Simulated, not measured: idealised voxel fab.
process module | voxel gate over fins
cross-section cut | 300 nm wide | cells 5 nm
A cross-section is a grid of square cells, given in bands from the top down. A band is one or more rows of cells.
Each band's line starts with the height of the band's top and of its bottom, in nm. Then come its materials from left to right, each with its width in nm. One material with "throughout" fills the band from edge to edge. "air" is empty space.
Height 0 is the level under which the wafer as received is all one material. The lowest band goes on downwards, as in "0 down".
A width such as "30 to 40" changes by the same amount from each row of cells to the next, from the band's top row to its bottom row.
"no change" after a step means that no cell of the cross-section changed.
closed voids: empty space of 8 cells or more with no open way to the top, each as width x height at its distance from the left edge, in nm
after a step's settings: what the simulator itself notes on the step
overlay nm, on a step with a mask: how far to the right of its planned place the mask lay; to the left if negative
Each pair below shows a cross-section before one step and the cross-section after it, down to the lowest band that changed. The line under each pair gives the step between them, with its settings. The pairs can come from different runs of this module on the same starting wafer, so a pair continues from the pair above only where its "before" says so.
before
  0 down: Si throughout
  closed voids: none
after
  10 to 0: SiN throughout
  below 0: unchanged
  closed voids: none
the step between: op CONFORMAL_DEP | material SiN | thk nm 10
before: the cross-section after the pair above
after
  25 to 10: aC throughout
  below 10: unchanged
  closed voids: none
the step between: op DIRECTIONAL_DEP | material aC | thk nm 15
before: the cross-section after the pair above
after
  60 to 25: air 100 | resist 15 | air 25 | resist 15 | air 25 | resist 15 | air 105
  below 25: unchanged
  closed voids: none
the step between: op PATTERN | tone cover | mask id FINS | material resist | width nm 15 | pitch nm 40 | thk nm 35 | overlay nm 0
before: the cross-section after the pair above
after
  45 to 25: air 100 | resist 15 | air 25 | resist 15 | air 25 | resist 15 | air 105
  25 to 10: air 100 | aC 15 | air 25 | aC 15 | air 25 | aC 15 | air 105
  below 10: unchanged
  closed voids: none
the step between: op DIRECTIONAL_ETCH | etch materials aC | depth nm 15
before: the cross-section after the pair above
after
  25 to 10: air 100 | aC 15 | air 25 | aC 15 | air 25 | aC 15 | air 105
  below 10: unchanged
  closed voids: none
the step between: op STRIP | etch materials resist
before: the cross-section after the pair above
after
  25 to 10: air 100 | aC 15 | air 25 | aC 15 | air 25 | aC 15 | air 105
  10 to 0: air 100 | SiN 15 | air 25 | SiN 15 | air 25 | SiN 15 | air 105
  below 0: unchanged
  closed voids: none
the step between: op DIRECTIONAL_ETCH | etch materials SiN | depth nm 10
before: the cross-section after the pair above
after
  25 to 10: air 100 | aC 15 | air 25 | aC 15 | air 25 | aC 15 | air 105
  10 to 0: air 100 | SiN 15 | air 25 | SiN 15 | air 25 | SiN 15 | air 105
  0 to -30: air 100 | Si 15 | air 25 | Si 15 | air 25 | Si 15 | air 105
  below -30: unchanged
  closed voids: none
the step between: op DIRECTIONAL_ETCH | etch materials Si | depth nm 30
before: the cross-section after the pair above
after
  10 to 0: air 100 | SiN 15 | air 25 | SiN 15 | air 25 | SiN 15 | air 105
  below 0: unchanged
  closed voids: none
the step between: op STRIP | etch materials aC
before: the cross-section after the pair above
after
  10 to 0: air 100 | SiN 15 | air 25 | SiN 15 | air 25 | SiN 15 | air 105
  0 to -30: air 100 | SiO2 5 | Si 5 | SiO2 5 | air 25 | SiO2 5 | Si 5 | SiO2 5 | air 25 | SiO2 5 | Si 5 | SiO2 5 | air 105
  -30 to -35: SiO2 105 | Si 5 | SiO2 35 | Si 5 | SiO2 35 | Si 5 | SiO2 110
  below -35: unchanged
  closed voids: none
the step between: op OXIDIZE | depth nm 5
before: the cross-section after the pair above
after
  15 to 10: SiO2 throughout
  10 to 0: SiO2 100 | SiN 15 | SiO2 25 | SiN 15 | SiO2 25 | SiN 15 | SiO2 105
  0 to -35: SiO2 105 | Si 5 | SiO2 35 | Si 5 | SiO2 35 | Si 5 | SiO2 110
  below -35: unchanged
  closed voids: none
the step between: op FILL_DEP | material SiO2 | thk nm 5
before: the cross-section after the pair above
after
  10 to 0: SiO2 100 | SiN 15 | SiO2 25 | SiN 15 | SiO2 25 | SiN 15 | SiO2 105
  below 0: unchanged
  closed voids: none
the step between: op CMP | height nm 10
before: the cross-section after the pair above
after
  10 to 0: air 100 | SiN 15 | air 25 | SiN 15 | air 25 | SiN 15 | air 105
  0 to -15: air 105 | Si 5 | air 35 | Si 5 | air 35 | Si 5 | air 110
  below -15: unchanged
  closed voids: none
the step between: op SELECTIVE_ETCH | etch materials SiO2 | depth nm 25
before: the cross-section after the pair above
after
  0 to -15: air 105 | Si 5 | air 35 | Si 5 | air 35 | Si 5 | air 110
  below -15: unchanged
  closed voids: none
the step between: op STRIP | etch materials SiN
before: the cross-section after the pair above
after
  5 to 0: air 100 | HfO2 15 | air 25 | HfO2 15 | air 25 | HfO2 15 | air 105
  0 to -10: air 100 | HfO2 5 | Si 5 | HfO2 5 | air 25 | HfO2 5 | Si 5 | HfO2 5 | air 25 | HfO2 5 | Si 5 | HfO2 5 | air 105
  -10 to -15: HfO2 105 | Si 5 | HfO2 35 | Si 5 | HfO2 35 | Si 5 | HfO2 110
  below -15: unchanged
  closed voids: none
the step between: op CONFORMAL_DEP | material HfO2 | thk nm 5
before: the cross-section after the pair above
after
  10 to 5: air 95 | TiN 25 | air 15 | TiN 25 | air 15 | TiN 25 | air 100
  5 to 0: air 95 | TiN 5 | HfO2 15 | TiN 5 | air 15 | TiN 5 | HfO2 15 | TiN 5 | air 15 | TiN 5 | HfO2 15 | TiN 5 | air 100
  0 to -5: air 95 | TiN 5 | HfO2 5 | Si 5 | HfO2 5 | TiN 5 | air 15 | TiN 5 | HfO2 5 | Si 5 | HfO2 5 | TiN 5 | air 15 | TiN 5 | HfO2 5 | Si 5 | HfO2 5 | TiN 5 | air 100
  -5 to -10: TiN 100 | HfO2 5 | Si 5 | HfO2 5 | TiN 25 | HfO2 5 | Si 5 | HfO2 5 | TiN 25 | HfO2 5 | Si 5 | HfO2 5 | TiN 105
  below -10: unchanged
  closed voids: none
the step between: op CONFORMAL_DEP | material TiN | thk nm 5
before: the cross-section after the pair above
after
  25 to 10: W throughout
  10 to 5: W 95 | TiN 25 | W 15 | TiN 25 | W 15 | TiN 25 | W 100
  5 to 0: W 95 | TiN 5 | HfO2 15 | TiN 5 | W 15 | TiN 5 | HfO2 15 | TiN 5 | W 15 | TiN 5 | HfO2 15 | TiN 5 | W 100
  0 to -5: W 95 | TiN 5 | HfO2 5 | Si 5 | HfO2 5 | TiN 5 | W 15 | TiN 5 | HfO2 5 | Si 5 | HfO2 5 | TiN 5 | W 15 | TiN 5 | HfO2 5 | Si 5 | HfO2 5 | TiN 5 | W 100
  below -5: unchanged
  closed voids: none
the step between: op FILL_DEP | material W | thk nm 15
before: the cross-section after the pair above
after
  20 to 10: W throughout
  below 10: unchanged
  closed voids: none
the step between: op CMP | height nm 20
before: the cross-section after the pair above
after
  30 to 20: SiCN throughout
  below 20: unchanged
  closed voids: none
the step between: op CONFORMAL_DEP | material SiCN | thk nm 10
before
  0 to -15: air 105 | Si 5 | air 35 | Si 5 | air 35 | Si 5 | air 110
  -15 to -35: SiO2 105 | Si 5 | SiO2 35 | Si 5 | SiO2 35 | Si 5 | SiO2 110
  -35 down: Si throughout
  closed voids: none
after
  5 to 0: air 100 | TiN 15 | air 25 | TiN 15 | air 25 | TiN 15 | air 105
  0 to -10: air 100 | TiN 5 | Si 5 | TiN 5 | air 25 | TiN 5 | Si 5 | TiN 5 | air 25 | TiN 5 | Si 5 | TiN 5 | air 105
  -10 to -15: TiN 105 | Si 5 | TiN 35 | Si 5 | TiN 35 | Si 5 | TiN 110
  below -15: unchanged
  closed voids: none
the step between: op CONFORMAL_DEP | material TiN | thk nm 5
before: the cross-section after the pair above
after
  20 to 5: W throughout
  5 to 0: W 100 | TiN 15 | W 25 | TiN 15 | W 25 | TiN 15 | W 105
  0 to -10: W 100 | TiN 5 | Si 5 | TiN 5 | W 25 | TiN 5 | Si 5 | TiN 5 | W 25 | TiN 5 | Si 5 | TiN 5 | W 105
  below -10: unchanged
  closed voids: none
the step between: op FILL_DEP | material W | thk nm 15
before: the cross-section after the pair above
after
  30 to 20: SiCN throughout
  below 20: unchanged
  closed voids: none
the step between: op CONFORMAL_DEP | material SiCN | thk nm 10
before
  25 to 10: air 100 | aC 15 | air 25 | aC 15 | air 25 | aC 15 | air 105
  10 to 0: air 100 | SiN 15 | air 25 | SiN 15 | air 25 | SiN 15 | air 105
  0 to -30: air 100 | Si 15 | air 25 | Si 15 | air 25 | Si 15 | air 105
  -30 down: Si throughout
  closed voids: none
after
  25 to 10: air 100 | aC 15 | air 25 | aC 15 | air 25 | aC 15 | air 105
  10 to 0: air 100 | SiN 15 | air 25 | SiN 15 | air 25 | SiN 15 | air 105
  0 to -60: air 100 | Si 15 | air 25 | Si 15 | air 25 | Si 15 | air 105
  below -60: unchanged
  closed voids: none
the step between: op DIRECTIONAL_ETCH | etch materials Si | depth nm 30
before: the cross-section after the pair above
after
  10 to 0: air 100 | SiN 15 | air 25 | SiN 15 | air 25 | SiN 15 | air 105
  below 0: unchanged
  closed voids: none
the step between: op STRIP | etch materials aC
before: the cross-section after the pair above
after
  10 to 0: air 100 | SiN 15 | air 25 | SiN 15 | air 25 | SiN 15 | air 105
  0 to -60: air 100 | SiO2 5 | Si 5 | SiO2 5 | air 25 | SiO2 5 | Si 5 | SiO2 5 | air 25 | SiO2 5 | Si 5 | SiO2 5 | air 105
  -60 to -65: SiO2 105 | Si 5 | SiO2 35 | Si 5 | SiO2 35 | Si 5 | SiO2 110
  below -65: unchanged
  closed voids: none
the step between: op OXIDIZE | depth nm 5
before: the cross-section after the pair above
after
  15 to 10: SiO2 throughout
  10 to 0: SiO2 100 | SiN 15 | SiO2 25 | SiN 15 | SiO2 25 | SiN 15 | SiO2 105
  0 to -65: SiO2 105 | Si 5 | SiO2 35 | Si 5 | SiO2 35 | Si 5 | SiO2 110
  below -65: unchanged
  closed voids: none
the step between: op FILL_DEP | material SiO2 | thk nm 5
before: the cross-section after the pair above
after
  10 to 0: SiO2 100 | SiN 15 | SiO2 25 | SiN 15 | SiO2 25 | SiN 15 | SiO2 105
  below 0: unchanged
  closed voids: none
the step between: op CMP | height nm 10
before: the cross-section after the pair above
after
  10 to 0: air 100 | SiN 15 | air 25 | SiN 15 | air 25 | SiN 15 | air 105
  0 to -15: air 105 | Si 5 | air 35 | Si 5 | air 35 | Si 5 | air 110
  below -15: unchanged
  closed voids: none
the step between: op SELECTIVE_ETCH | etch materials SiO2 | depth nm 25
before: the cross-section after the pair above
after
  0 to -15: air 105 | Si 5 | air 35 | Si 5 | air 35 | Si 5 | air 110
  below -15: unchanged
  closed voids: none
the step between: op STRIP | etch materials SiN
before: the cross-section after the pair above
after
  5 to 0: air 100 | HfO2 15 | air 25 | HfO2 15 | air 25 | HfO2 15 | air 105
  0 to -10: air 100 | HfO2 5 | Si 5 | HfO2 5 | air 25 | HfO2 5 | Si 5 | HfO2 5 | air 25 | HfO2 5 | Si 5 | HfO2 5 | air 105
  -10 to -15: HfO2 105 | Si 5 | HfO2 35 | Si 5 | HfO2 35 | Si 5 | HfO2 110
  below -15: unchanged
  closed voids: none
the step between: op CONFORMAL_DEP | material HfO2 | thk nm 5
before: the cross-section after the pair above
after
  10 to 5: air 95 | TiN 25 | air 15 | TiN 25 | air 15 | TiN 25 | air 100
  5 to 0: air 95 | TiN 5 | HfO2 15 | TiN 5 | air 15 | TiN 5 | HfO2 15 | TiN 5 | air 15 | TiN 5 | HfO2 15 | TiN 5 | air 100
  0 to -5: air 95 | TiN 5 | HfO2 5 | Si 5 | HfO2 5 | TiN 5 | air 15 | TiN 5 | HfO2 5 | Si 5 | HfO2 5 | TiN 5 | air 15 | TiN 5 | HfO2 5 | Si 5 | HfO2 5 | TiN 5 | air 100
  -5 to -10: TiN 100 | HfO2 5 | Si 5 | HfO2 5 | TiN 25 | HfO2 5 | Si 5 | HfO2 5 | TiN 25 | HfO2 5 | Si 5 | HfO2 5 | TiN 105
  below -10: unchanged
  closed voids: none
the step between: op CONFORMAL_DEP | material TiN | thk nm 5
before: the cross-section after the pair above
after
  25 to 10: W throughout
  10 to 5: W 95 | TiN 25 | W 15 | TiN 25 | W 15 | TiN 25 | W 100
  5 to 0: W 95 | TiN 5 | HfO2 15 | TiN 5 | W 15 | TiN 5 | HfO2 15 | TiN 5 | W 15 | TiN 5 | HfO2 15 | TiN 5 | W 100
  0 to -5: W 95 | TiN 5 | HfO2 5 | Si 5 | HfO2 5 | TiN 5 | W 15 | TiN 5 | HfO2 5 | Si 5 | HfO2 5 | TiN 5 | W 15 | TiN 5 | HfO2 5 | Si 5 | HfO2 5 | TiN 5 | W 100
  below -5: unchanged
  closed voids: none
the step between: op FILL_DEP | material W | thk nm 15
before: the cross-section after the pair above
after
  20 to 10: W throughout
  below 10: unchanged
  closed voids: none
the step between: op CMP | height nm 20
before: the cross-section after the pair above
after
  30 to 20: SiCN throughout
  below 20: unchanged
  closed voids: none
the step between: op CONFORMAL_DEP | material SiCN | thk nm 10
before
  5 to 0: air 100 | TiN 15 | air 25 | TiN 15 | air 25 | TiN 15 | air 105
  0 to -10: air 100 | TiN 5 | Si 5 | TiN 5 | air 25 | TiN 5 | Si 5 | TiN 5 | air 25 | TiN 5 | Si 5 | TiN 5 | air 105
  -10 to -15: TiN 105 | Si 5 | TiN 35 | Si 5 | TiN 35 | Si 5 | TiN 110
  -15 to -35: SiO2 105 | Si 5 | SiO2 35 | Si 5 | SiO2 35 | Si 5 | SiO2 110
  -35 down: Si throughout
  closed voids: none
after
  10 to 5: air 95 | HfO2 25 | air 15 | HfO2 25 | air 15 | HfO2 25 | air 100
  5 to 0: air 95 | HfO2 5 | TiN 15 | HfO2 5 | air 15 | HfO2 5 | TiN 15 | HfO2 5 | air 15 | HfO2 5 | TiN 15 | HfO2 5 | air 100
  0 to -5: air 95 | HfO2 5 | TiN 5 | Si 5 | TiN 5 | HfO2 5 | air 15 | HfO2 5 | TiN 5 | Si 5 | TiN 5 | HfO2 5 | air 15 | HfO2 5 | TiN 5 | Si 5 | TiN 5 | HfO2 5 | air 100
  -5 to -10: HfO2 100 | TiN 5 | Si 5 | TiN 5 | HfO2 25 | TiN 5 | Si 5 | TiN 5 | HfO2 25 | TiN 5 | Si 5 | TiN 5 | HfO2 105
  below -10: unchanged
  closed voids: none
the step between: op CONFORMAL_DEP | material HfO2 | thk nm 5
before: the cross-section after the pair above
after
  25 to 10: W throughout
  10 to 5: W 95 | HfO2 25 | W 15 | HfO2 25 | W 15 | HfO2 25 | W 100
  5 to 0: W 95 | HfO2 5 | TiN 15 | HfO2 5 | W 15 | HfO2 5 | TiN 15 | HfO2 5 | W 15 | HfO2 5 | TiN 15 | HfO2 5 | W 100
  0 to -5: W 95 | HfO2 5 | TiN 5 | Si 5 | TiN 5 | HfO2 5 | W 15 | HfO2 5 | TiN 5 | Si 5 | TiN 5 | HfO2 5 | W 15 | HfO2 5 | TiN 5 | Si 5 | TiN 5 | HfO2 5 | W 100
  below -5: unchanged
  closed voids: none
the step between: op FILL_DEP | material W | thk nm 15
before: the cross-section after the pair above
after
  20 to 10: W throughout
  below 10: unchanged
  closed voids: none
the step between: op CMP | height nm 20
before: the cross-section after the pair above
after
  30 to 20: SiCN throughout
  below 20: unchanged
  closed voids: none
the step between: op CONFORMAL_DEP | material SiCN | thk nm 10
before
  20 to 10: W throughout
  10 to 5: W 95 | TiN 25 | W 15 | TiN 25 | W 15 | TiN 25 | W 100
  5 to 0: W 95 | TiN 5 | HfO2 15 | TiN 5 | W 15 | TiN 5 | HfO2 15 | TiN 5 | W 15 | TiN 5 | HfO2 15 | TiN 5 | W 100
  0 to -5: W 95 | TiN 5 | HfO2 5 | Si 5 | HfO2 5 | TiN 5 | W 15 | TiN 5 | HfO2 5 | Si 5 | HfO2 5 | TiN 5 | W 15 | TiN 5 | HfO2 5 | Si 5 | HfO2 5 | TiN 5 | W 100
  -5 to -10: TiN 100 | HfO2 5 | Si 5 | HfO2 5 | TiN 25 | HfO2 5 | Si 5 | HfO2 5 | TiN 25 | HfO2 5 | Si 5 | HfO2 5 | TiN 105
  -10 to -15: HfO2 105 | Si 5 | HfO2 35 | Si 5 | HfO2 35 | Si 5 | HfO2 110
  -15 to -35: SiO2 105 | Si 5 | SiO2 35 | Si 5 | SiO2 35 | Si 5 | SiO2 110
  -35 down: Si throughout
  closed voids: none
after
  35 to 20: SiCN throughout
  below 20: unchanged
  closed voids: none
the step between: op CONFORMAL_DEP | material SiCN | thk nm 15
before
  25 to 10: aC throughout
  10 to 0: SiN throughout
  0 down: Si throughout
  closed voids: none
after
  60 to 25: air 100 | resist 20 | air 20 | resist 20 | air 20 | resist 20 | air 100
  below 25: unchanged
  closed voids: none
the step between: op PATTERN | tone cover | mask id FINS | material resist | width nm 20 | pitch nm 40 | thk nm 35 | overlay nm 0
before: the cross-section after the pair above
after
  45 to 25: air 100 | resist 20 | air 20 | resist 20 | air 20 | resist 20 | air 100
  25 to 10: air 100 | aC 20 | air 20 | aC 20 | air 20 | aC 20 | air 100
  below 10: unchanged
  closed voids: none
the step between: op DIRECTIONAL_ETCH | etch materials aC | depth nm 15
before: the cross-section after the pair above
after
  25 to 10: air 100 | aC 20 | air 20 | aC 20 | air 20 | aC 20 | air 100
  below 10: unchanged
  closed voids: none
the step between: op STRIP | etch materials resist
before: the cross-section after the pair above
after
  25 to 10: air 100 | aC 20 | air 20 | aC 20 | air 20 | aC 20 | air 100
  10 to 0: air 100 | SiN 20 | air 20 | SiN 20 | air 20 | SiN 20 | air 100
  below 0: unchanged
  closed voids: none
the step between: op DIRECTIONAL_ETCH | etch materials SiN | depth nm 10
before: the cross-section after the pair above
after
  25 to 10: air 100 | aC 20 | air 20 | aC 20 | air 20 | aC 20 | air 100
  10 to 0: air 100 | SiN 20 | air 20 | SiN 20 | air 20 | SiN 20 | air 100
  0 to -30: air 100 | Si 20 | air 20 | Si 20 | air 20 | Si 20 | air 100
  below -30: unchanged
  closed voids: none
the step between: op DIRECTIONAL_ETCH | etch materials Si | depth nm 30
before: the cross-section after the pair above
after
  10 to 0: air 100 | SiN 20 | air 20 | SiN 20 | air 20 | SiN 20 | air 100
  below 0: unchanged
  closed voids: none
the step between: op STRIP | etch materials aC
before: the cross-section after the pair above
after
  10 to 0: air 100 | SiN 20 | air 20 | SiN 20 | air 20 | SiN 20 | air 100
  0 to -30: air 100 | SiO2 5 | Si 10 | SiO2 5 | air 20 | SiO2 5 | Si 10 | SiO2 5 | air 20 | SiO2 5 | Si 10 | SiO2 5 | air 100
  -30 to -35: SiO2 105 | Si 10 | SiO2 30 | Si 10 | SiO2 30 | Si 10 | SiO2 105
  below -35: unchanged
  closed voids: none
the step between: op OXIDIZE | depth nm 5
before: the cross-section after the pair above
after
  15 to 10: SiO2 throughout
  10 to 0: SiO2 100 | SiN 20 | SiO2 20 | SiN 20 | SiO2 20 | SiN 20 | SiO2 100
  0 to -35: SiO2 105 | Si 10 | SiO2 30 | Si 10 | SiO2 30 | Si 10 | SiO2 105
  below -35: unchanged
  closed voids: none
the step between: op FILL_DEP | material SiO2 | thk nm 5
before: the cross-section after the pair above
after
  10 to 0: SiO2 100 | SiN 20 | SiO2 20 | SiN 20 | SiO2 20 | SiN 20 | SiO2 100
  below 0: unchanged
  closed voids: none
the step between: op CMP | height nm 10
before: the cross-section after the pair above
after
  10 to 0: air 100 | SiN 20 | air 20 | SiN 20 | air 20 | SiN 20 | air 100
  0 to -15: air 105 | Si 10 | air 30 | Si 10 | air 30 | Si 10 | air 105
  below -15: unchanged
  closed voids: none
the step between: op SELECTIVE_ETCH | etch materials SiO2 | depth nm 25
before: the cross-section after the pair above
after
  0 to -15: air 105 | Si 10 | air 30 | Si 10 | air 30 | Si 10 | air 105
  below -15: unchanged
  closed voids: none
the step between: op STRIP | etch materials SiN
before: the cross-section after the pair above
after
  5 to 0: air 100 | HfO2 20 | air 20 | HfO2 20 | air 20 | HfO2 20 | air 100
  0 to -10: air 100 | HfO2 5 | Si 10 | HfO2 5 | air 20 | HfO2 5 | Si 10 | HfO2 5 | air 20 | HfO2 5 | Si 10 | HfO2 5 | air 100
  -10 to -15: HfO2 105 | Si 10 | HfO2 30 | Si 10 | HfO2 30 | Si 10 | HfO2 105
  below -15: unchanged
  closed voids: none
the step between: op CONFORMAL_DEP | material HfO2 | thk nm 5
before: the cross-section after the pair above
after
  10 to 5: air 95 | TiN 30 | air 10 | TiN 30 | air 10 | TiN 30 | air 95
  5 to 0: air 95 | TiN 5 | HfO2 20 | TiN 5 | air 10 | TiN 5 | HfO2 20 | TiN 5 | air 10 | TiN 5 | HfO2 20 | TiN 5 | air 95
  0 to -5: air 95 | TiN 5 | HfO2 5 | Si 10 | HfO2 5 | TiN 5 | air 10 | TiN 5 | HfO2 5 | Si 10 | HfO2 5 | TiN 5 | air 10 | TiN 5 | HfO2 5 | Si 10 | HfO2 5 | TiN 5 | air 95
  -5 to -10: TiN 100 | HfO2 5 | Si 10 | HfO2 5 | TiN 20 | HfO2 5 | Si 10 | HfO2 5 | TiN 20 | HfO2 5 | Si 10 | HfO2 5 | TiN 100
  below -10: unchanged
  closed voids: none
the step between: op CONFORMAL_DEP | material TiN | thk nm 5
before: the cross-section after the pair above
after
  25 to 10: W throughout
  10 to 5: W 95 | TiN 30 | W 10 | TiN 30 | W 10 | TiN 30 | W 95
  5 to 0: W 95 | TiN 5 | HfO2 20 | TiN 5 | W 10 | TiN 5 | HfO2 20 | TiN 5 | W 10 | TiN 5 | HfO2 20 | TiN 5 | W 95
  0 to -5: W 95 | TiN 5 | HfO2 5 | Si 10 | HfO2 5 | TiN 5 | W 10 | TiN 5 | HfO2 5 | Si 10 | HfO2 5 | TiN 5 | W 10 | TiN 5 | HfO2 5 | Si 10 | HfO2 5 | TiN 5 | W 95
  below -5: unchanged
  closed voids: none
the step between: op FILL_DEP | material W | thk nm 15
before: the cross-section after the pair above
after
  20 to 10: W throughout
  below 10: unchanged
  closed voids: none
the step between: op CMP | height nm 20
before: the cross-section after the pair above
after
  30 to 20: SiCN throughout
  below 20: unchanged
  closed voids: none
the step between: op CONFORMAL_DEP | material SiCN | thk nm 10
before
  25 to 10: aC throughout
  10 to 0: SiN throughout
  0 down: Si throughout
  closed voids: none
after
  60 to 25: air 110 | resist 15 | air 25 | resist 15 | air 25 | resist 15 | air 95
  below 25: unchanged
  closed voids: none
the step between: op PATTERN | tone cover | mask id FINS | material resist | width nm 15 | pitch nm 40 | thk nm 35 | overlay nm 10
before: the cross-section after the pair above
after
  45 to 25: air 110 | resist 15 | air 25 | resist 15 | air 25 | resist 15 | air 95
  25 to 10: air 110 | aC 15 | air 25 | aC 15 | air 25 | aC 15 | air 95
  below 10: unchanged
  closed voids: none
the step between: op DIRECTIONAL_ETCH | etch materials aC | depth nm 15
before: the cross-section after the pair above
after
  25 to 10: air 110 | aC 15 | air 25 | aC 15 | air 25 | aC 15 | air 95
  below 10: unchanged
  closed voids: none
the step between: op STRIP | etch materials resist
before: the cross-section after the pair above
after
  25 to 10: air 110 | aC 15 | air 25 | aC 15 | air 25 | aC 15 | air 95
  10 to 0: air 110 | SiN 15 | air 25 | SiN 15 | air 25 | SiN 15 | air 95
  below 0: unchanged
  closed voids: none
the step between: op DIRECTIONAL_ETCH | etch materials SiN | depth nm 10
before: the cross-section after the pair above
after
  25 to 10: air 110 | aC 15 | air 25 | aC 15 | air 25 | aC 15 | air 95
  10 to 0: air 110 | SiN 15 | air 25 | SiN 15 | air 25 | SiN 15 | air 95
  0 to -30: air 110 | Si 15 | air 25 | Si 15 | air 25 | Si 15 | air 95
  below -30: unchanged
  closed voids: none
the step between: op DIRECTIONAL_ETCH | etch materials Si | depth nm 30
before: the cross-section after the pair above
after
  10 to 0: air 110 | SiN 15 | air 25 | SiN 15 | air 25 | SiN 15 | air 95
  below 0: unchanged
  closed voids: none
the step between: op STRIP | etch materials aC
before: the cross-section after the pair above
after
  10 to 0: air 110 | SiN 15 | air 25 | SiN 15 | air 25 | SiN 15 | air 95
  0 to -30: air 110 | SiO2 5 | Si 5 | SiO2 5 | air 25 | SiO2 5 | Si 5 | SiO2 5 | air 25 | SiO2 5 | Si 5 | SiO2 5 | air 95
  -30 to -35: SiO2 115 | Si 5 | SiO2 35 | Si 5 | SiO2 35 | Si 5 | SiO2 100
  below -35: unchanged
  closed voids: none
the step between: op OXIDIZE | depth nm 5
before: the cross-section after the pair above
after
  15 to 10: SiO2 throughout
  10 to 0: SiO2 110 | SiN 15 | SiO2 25 | SiN 15 | SiO2 25 | SiN 15 | SiO2 95
  0 to -35: SiO2 115 | Si 5 | SiO2 35 | Si 5 | SiO2 35 | Si 5 | SiO2 100
  below -35: unchanged
  closed voids: none
the step between: op FILL_DEP | material SiO2 | thk nm 5
before: the cross-section after the pair above
after
  10 to 0: SiO2 110 | SiN 15 | SiO2 25 | SiN 15 | SiO2 25 | SiN 15 | SiO2 95
  below 0: unchanged
  closed voids: none
the step between: op CMP | height nm 10
before: the cross-section after the pair above
after
  10 to 0: air 110 | SiN 15 | air 25 | SiN 15 | air 25 | SiN 15 | air 95
  0 to -15: air 115 | Si 5 | air 35 | Si 5 | air 35 | Si 5 | air 100
  below -15: unchanged
  closed voids: none
the step between: op SELECTIVE_ETCH | etch materials SiO2 | depth nm 25
before: the cross-section after the pair above
after
  0 to -15: air 115 | Si 5 | air 35 | Si 5 | air 35 | Si 5 | air 100
  below -15: unchanged
  closed voids: none
the step between: op STRIP | etch materials SiN
before: the cross-section after the pair above
after
  5 to 0: air 110 | HfO2 15 | air 25 | HfO2 15 | air 25 | HfO2 15 | air 95
  0 to -10: air 110 | HfO2 5 | Si 5 | HfO2 5 | air 25 | HfO2 5 | Si 5 | HfO2 5 | air 25 | HfO2 5 | Si 5 | HfO2 5 | air 95
  -10 to -15: HfO2 115 | Si 5 | HfO2 35 | Si 5 | HfO2 35 | Si 5 | HfO2 100
  below -15: unchanged
  closed voids: none
the step between: op CONFORMAL_DEP | material HfO2 | thk nm 5
before: the cross-section after the pair above
after
  10 to 5: air 105 | TiN 25 | air 15 | TiN 25 | air 15 | TiN 25 | air 90
  5 to 0: air 105 | TiN 5 | HfO2 15 | TiN 5 | air 15 | TiN 5 | HfO2 15 | TiN 5 | air 15 | TiN 5 | HfO2 15 | TiN 5 | air 90
  0 to -5: air 105 | TiN 5 | HfO2 5 | Si 5 | HfO2 5 | TiN 5 | air 15 | TiN 5 | HfO2 5 | Si 5 | HfO2 5 | TiN 5 | air 15 | TiN 5 | HfO2 5 | Si 5 | HfO2 5 | TiN 5 | air 90
  -5 to -10: TiN 110 | HfO2 5 | Si 5 | HfO2 5 | TiN 25 | HfO2 5 | Si 5 | HfO2 5 | TiN 25 | HfO2 5 | Si 5 | HfO2 5 | TiN 95
  below -10: unchanged
  closed voids: none
the step between: op CONFORMAL_DEP | material TiN | thk nm 5
before: the cross-section after the pair above
after
  25 to 10: W throughout
  10 to 5: W 105 | TiN 25 | W 15 | TiN 25 | W 15 | TiN 25 | W 90
  5 to 0: W 105 | TiN 5 | HfO2 15 | TiN 5 | W 15 | TiN 5 | HfO2 15 | TiN 5 | W 15 | TiN 5 | HfO2 15 | TiN 5 | W 90
  0 to -5: W 105 | TiN 5 | HfO2 5 | Si 5 | HfO2 5 | TiN 5 | W 15 | TiN 5 | HfO2 5 | Si 5 | HfO2 5 | TiN 5 | W 15 | TiN 5 | HfO2 5 | Si 5 | HfO2 5 | TiN 5 | W 90
  below -5: unchanged
  closed voids: none
the step between: op FILL_DEP | material W | thk nm 15
before: the cross-section after the pair above
after
  20 to 10: W throughout
  below 10: unchanged
  closed voids: none
the step between: op CMP | height nm 20
before: the cross-section after the pair above
after
  30 to 20: SiCN throughout
  below 20: unchanged
  closed voids: none
the step between: op CONFORMAL_DEP | material SiCN | thk nm 10
before
  10 to 0: air 100 | SiN 15 | air 25 | SiN 15 | air 25 | SiN 15 | air 105
  0 to -30: air 100 | SiO2 5 | Si 5 | SiO2 5 | air 25 | SiO2 5 | Si 5 | SiO2 5 | air 25 | SiO2 5 | Si 5 | SiO2 5 | air 105
  -30 to -35: SiO2 105 | Si 5 | SiO2 35 | Si 5 | SiO2 35 | Si 5 | SiO2 110
  -35 down: Si throughout
  closed voids: none
after
  15 to 10: TiN throughout
  10 to 0: TiN 100 | SiN 15 | TiN 25 | SiN 15 | TiN 25 | SiN 15 | TiN 105
  0 to -30: TiN 100 | SiO2 5 | Si 5 | SiO2 5 | TiN 25 | SiO2 5 | Si 5 | SiO2 5 | TiN 25 | SiO2 5 | Si 5 | SiO2 5 | TiN 105
  below -30: unchanged
  closed voids: none
the step between: op FILL_DEP | material TiN | thk nm 5
before: the cross-section after the pair above
after
  10 to 0: TiN 100 | SiN 15 | TiN 25 | SiN 15 | TiN 25 | SiN 15 | TiN 105
  below 0: unchanged
  closed voids: none
the step between: op CMP | height nm 10
before: the cross-section after the pair above
after
  10 to 0: TiN 100 | air 15 | TiN 25 | air 15 | TiN 25 | air 15 | TiN 105
  below 0: unchanged
  closed voids: none
the step between: op STRIP | etch materials SiN
before: the cross-section after the pair above
after
  15 to 10: HfO2 105 | air 5 | HfO2 35 | air 5 | HfO2 35 | air 5 | HfO2 110
  10 to 5: TiN 100 | HfO2 5 | air 5 | HfO2 5 | TiN 25 | HfO2 5 | air 5 | HfO2 5 | TiN 25 | HfO2 5 | air 5 | HfO2 5 | TiN 105
  5 to 0: TiN 100 | HfO2 15 | TiN 25 | HfO2 15 | TiN 25 | HfO2 15 | TiN 105
  below 0: unchanged
  closed voids: none
the step between: op CONFORMAL_DEP | material HfO2 | thk nm 5
before: the cross-section after the pair above
after
  20 to 15: TiN throughout
  15 to 10: HfO2 105 | TiN 5 | HfO2 35 | TiN 5 | HfO2 35 | TiN 5 | HfO2 110
  10 to 5: TiN 100 | HfO2 5 | TiN 5 | HfO2 5 | TiN 25 | HfO2 5 | TiN 5 | HfO2 5 | TiN 25 | HfO2 5 | TiN 5 | HfO2 5 | TiN 105
  below 5: unchanged
  closed voids: none
the step between: op CONFORMAL_DEP | material TiN | thk nm 5
before: the cross-section after the pair above
after
  35 to 20: W throughout
  below 20: unchanged
  closed voids: none
the step between: op FILL_DEP | material W | thk nm 15
before: the cross-section after the pair above
after
  20 to 15: TiN throughout
  below 15: unchanged
  closed voids: none
the step between: op CMP | height nm 20
